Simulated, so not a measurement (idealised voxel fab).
A process module follows: voxel capacitor over wiring.
The width of the displayed cross-section, cut, is 255 nm; its cells are square, with a size of 5 nm.
A cross-section is written here as square cells arranged in a grid, and it is given in bands from the top down, each band taking up one or more rows of cells. Look at the band entry: it leads with the top's height and the bottom's height in nm. Then it lists the materials left to right, with a width in nm for each. The word "all across" on a single material says that material fills the band edge to edge. The word "empty" is empty space. Heights are measured from 0, the level below which the as-received wafer is all one material; the lowest band has no bottom and continues downward, written as in "top 0, no bottom". Width "30..40": first value at the band's top row of cells, second value at its bottom row, equal change from row to row. When a step is marked "same as before", none of the cells in the cross-section changed during that step. Heads up: "Enclosed cavities" only lists the empty pockets with no open path to the top that are 8 cells or more, and it writes them as width x height at distance, distance from the left edge, in nm. Note: text after step settings on the step line = simulator remark on that step. Regarding "overlay nm": on a step with a mask, it is the distance the mask lay to the right of its planned place; a negative value places it to the left.

## So here's the lineup of process steps we planned
1. op RECEIVE | material Si
2. op CONFORMAL_DEP | material SiO2 | thk nm 15
3. op CONFORMAL_DEP | material SiN | thk nm 5
4. op DIRECTIONAL_DEP | material lowk | thk nm 15
5. op PATTERN | tone open | mask id METAL_1 | material resist | width nm 30 | pitch nm 90 | thk nm 15 | overlay nm 0
6. op DIRECTIONAL_ETCH | etch materials lowk | depth nm 15
7. op DIRECTIONAL_ETCH | etch materials SiN | depth nm 5
8. op STRIP | etch materials resist
9. op CONFORMAL_DEP | material TiN | thk nm 5
10. op FILL_DEP | material Ru | thk nm 10
11. op CMP | height nm 35
12. op CONFORMAL_DEP | material SiCN | thk nm 5
13. op DIRECTIONAL_DEP | material lowk | thk nm 10
14. op MASKED_ETCH | tone open | mask id PLUG_1 | width nm 15 | etch materials lowk | depth nm 10 | overlay nm 0
15. op MASKED_ETCH | tone open | mask id PLUG_1 | width nm 15 | etch materials SiCN | depth nm 5 | overlay nm 0
16. op CONFORMAL_DEP | material TiN | thk nm 5
17. op FILL_DEP | material Ru | thk nm 5
18. op CMP | height nm 50
19. op DIRECTIONAL_DEP | material TiN | thk nm 5
20. op DIRECTIONAL_DEP | material HfO2 | thk nm 5
21. op DIRECTIONAL_DEP | material TiN | thk nm 5
22. op PATTERN | tone cover | mask id UPPER_PLATE | material resist | width nm 65 | thk nm 15 | overlay nm 0
23. op DIRECTIONAL_ETCH | etch materials TiN | depth nm 5
24. op DIRECTIONAL_ETCH | etch materials HfO2 | depth nm 5
25. op STRIP | etch materials resist
26. op MASKED_ETCH | tone cover | mask id LOWER_PLATE | width nm 75 | etch materials TiN | depth nm 5 | overlay nm 0
27. op FILL_DEP | material SiO2 | thk nm 15
28. op CMP | height nm 75
29. op PATTERN | tone open | mask id PLUG_2 | material resist | width nm 15 | thk nm 15 | overlay nm 0
30. op DIRECTIONAL_ETCH | etch materials SiO2 | depth nm 10
31. op STRIP | etch materials resist
32. op CONFORMAL_DEP | material TiN | thk nm 5
33. op FILL_DEP | material Cu | thk nm 5
34. op CMP | height nm 75
35. op CONFORMAL_DEP | material SiCN | thk nm 5

## As-received wafer cross-section (after step 1)
> top 0, no bottom = Si all across
> Enclosed cavities: none

## Cross-section, first of two wafers, end of module, run as planned
> top 80, bottom 75 = SiCN all across
> top 75, bottom 70 = SiO2 90, TiN 5, Cu 5, TiN 5, SiO2 150
> top 70, bottom 60 = SiO2 90..80, TiN 15..65, SiO2 150..110
> top 60, bottom 55 = SiO2 80, HfO2 65, SiO2 110
> top 55, bottom 50 = SiO2 75, TiN 75, SiO2 105
> top 50, bottom 40 = lowk 80, TiN 5, Ru 5, TiN 5, lowk 160
> top 40, bottom 35 = SiCN 80, TiN 15, SiCN 160
> top 35, bottom 20 = lowk 65, TiN 5, Ru 20, TiN 5, lowk 60, TiN 5, Ru 20, TiN 5, lowk 70
> top 20, bottom 15 = SiN 65, TiN 30, SiN 60, TiN 30, SiN 70
> top 15, bottom 0 = SiO2 all across
> top 0, no bottom = Si all across
> Enclosed cavities: none

## Wafer two, sectioned after the module: the first wafer's start, the first wafer's plan, and one mistake in how it was run
> top 80, bottom 75 = SiCN all across
> top 75, bottom 70 = SiO2 90, TiN 5, Cu 5, TiN 5, SiO2 150
> top 70, bottom 60 = SiO2 90..80, TiN 15..65, SiO2 150..110
> top 60, bottom 55 = SiO2 80, HfO2 65, SiO2 110
> top 55, bottom 50 = SiO2 75, TiN 75, SiO2 105
> top 50, bottom 40 = lowk 80, TiN 5, Ru 5, TiN 5, lowk 160
> top 40, bottom 35 = SiCN 80, TiN 15, SiCN 160
> top 35, bottom 30 = SiN 65, TiN 30, SiN 60, TiN 30, SiN 70
> top 30, bottom 0 = SiO2 all across
> top 0, no bottom = Si all across
> Enclosed cavities: none
Error vs. plan: step 2 of the plan was executed twice over
The final cell counts differ between the wafers, with the second having more or fewer of some materials than the first: 24 fewer of Ru | 153 more of SiO2 | 12 fewer of TiN | 117 fewer of lowk
